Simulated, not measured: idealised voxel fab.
Proc. module: voxel self aligned vias
Cross-section cut spans 290 nm and uses square cells 5 nm in size.
A cross-section in this document is a grid of square cells, and it is written down as bands, the top band listed before the ones below it; a band is made up of one or more rows of cells.
It is stipulated that each band's entry specify, in nanometres, the height of the top of the band and then that of its bottom, followed by the materials of the band in left-to-right sequence, each together with its width in nanometres. A single material marked by the word "throughout" is understood to fill the band from edge to edge; the word "blank" is understood to denote empty space.
Counting heights begins at 0, where everything beneath is, in the wafer as received, one material. The lowest band has no bottom; it goes on downwards, as "0 nm and below" shows.
You'd read "30..40" like this: the band's top row of cells is as wide as the first number, its bottom row is as wide as the second, and going down, every row changes width by the same amount as the row before did.
"no change occurred" (step): cross-section cells unchanged, all of them.
The entry "Sealed void listing" lists the empty spaces that cover at least 8 cells and have no open path to the top. Each is written as width x height at distance, where the distance is measured from the left edge and all three values are in nm.
It should be noted that, on the line of a given step, the content following the step's settings is a remark produced by the simulator itself with respect to that step.
"overlay nm" denotes, for a step that has a mask, the displacement of the mask to the right of its planned place, with negative values corresponding to the left.
-- Steps in the process plan
- 1: RECEIVE (material Si)
- 2: CONFORMAL_DEP (material SiO2; thk nm 15)
- 3: CONFORMAL_DEP (material SiCN; thk nm 5)
- 4: DIRECTIONAL_DEP (material lowk; thk nm 30)
- 5: DIRECTIONAL_DEP (material aC; thk nm 15)
- 6: PATTERN (tone open; mask id LINES; material resist; width nm 25; pitch nm 60; thk nm 35; overlay nm 0)
- 7: DIRECTIONAL_ETCH (etch materials aC; depth nm 15)
- 8: STRIP (etch materials resist)
- 9: DIRECTIONAL_ETCH (etch materials lowk; depth nm 30)
- 10: STRIP (etch materials aC)
- 11: CONFORMAL_DEP (material TiN; thk nm 5)
- 12: FILL_DEP (material W; thk nm 10)
- 13: CMP (height nm 50)
- 14: SELECTIVE_ETCH (etch materials W Ru TiN; depth nm 5)
- 15: FILL_DEP (material SiN; thk nm 10)
- 16: CMP (height nm 50)
- 17: DIRECTIONAL_DEP (material lowk; thk nm 15)
- 18: MASKED_ETCH (tone open; mask id VIAS; width nm 45; pitch nm 60; etch materials lowk; depth nm 15; overlay nm 0)
- 19: MASKED_ETCH (tone open; mask id VIAS; width nm 45; pitch nm 60; etch materials SiN; depth nm 5; overlay nm 0)
- 20: CONFORMAL_DEP (material TiN; thk nm 5)
- 21: FILL_DEP (material Cu; thk nm 5)
- 22: CMP (height nm 65)
- 23: CONFORMAL_DEP (material SiCN; thk nm 5)
-- Cross-section: wafer on arrival = after step 1
    0 nm and below  Si throughout
    Sealed void listing: none
-- Run as planned - first of the two wafers cross-sectioned at the end of the module
    70 nm to 65 nm  SiCN throughout
    65 nm to 55 nm  60 of lowk; 5 of TiN; 35 of Cu; 5 of TiN; 15 of lowk; 5 of TiN; 35 of Cu; 5 of TiN; 15 of lowk; 5 of TiN; 35 of Cu; 5 of TiN; 65 of lowk
    55 nm to 50 nm  60 of lowk; 15 of TiN; 15 of Cu; 15 of TiN; 15 of lowk; 15 of TiN; 15 of Cu; 15 of TiN; 15 of lowk; 15 of TiN; 15 of Cu; 15 of TiN; 65 of lowk
    50 nm to 45 nm  70 of lowk; 25 of TiN; 35 of lowk; 25 of TiN; 35 of lowk; 25 of TiN; 75 of lowk
    45 nm to 25 nm  70 of lowk; 5 of TiN; 15 of W; 5 of TiN; 35 of lowk; 5 of TiN; 15 of W; 5 of TiN; 35 of lowk; 5 of TiN; 15 of W; 5 of TiN; 75 of lowk
    25 nm to 20 nm  70 of lowk; 25 of TiN; 35 of lowk; 25 of TiN; 35 of lowk; 25 of TiN; 75 of lowk
    20 nm to 15 nm  SiCN throughout
    15 nm to 0 nm  SiO2 throughout
    0 nm and below  Si throughout
    Sealed void listing: none
-- Same start, same plan as the first wafer - but one mistake in the run. Cross-section of the second of the two at the end of the module
    70 nm to 65 nm  SiCN throughout
    65 nm to 50 nm  60 of lowk; 5 of TiN; 35 of Cu; 5 of TiN; 15 of lowk; 5 of TiN; 35 of Cu; 5 of TiN; 15 of lowk; 5 of TiN; 35 of Cu; 5 of TiN; 65 of lowk
    50 nm to 45 nm  60 of SiN; 45 of TiN; 15 of SiN; 45 of TiN; 15 of SiN; 45 of TiN; 65 of SiN
    45 nm to 20 nm  70 of lowk; 5 of TiN; 15 of W; 5 of TiN; 35 of lowk; 5 of TiN; 15 of W; 5 of TiN; 35 of lowk; 5 of TiN; 15 of W; 5 of TiN; 75 of lowk
    20 nm to 15 nm  70 of lowk; 25 of TiN; 35 of lowk; 25 of TiN; 35 of lowk; 25 of TiN; 75 of lowk
    15 nm to 0 nm  SiO2 throughout
    0 nm and below  Si throughout
    Sealed void listing: none
what went wrong: with respect to the plan, step 3 was omitted and not executed
The second wafer ends with more or fewer cells of some materials than the first, per final count: Cu +12, SiCN -58, SiN +31, TiN +6, W +9
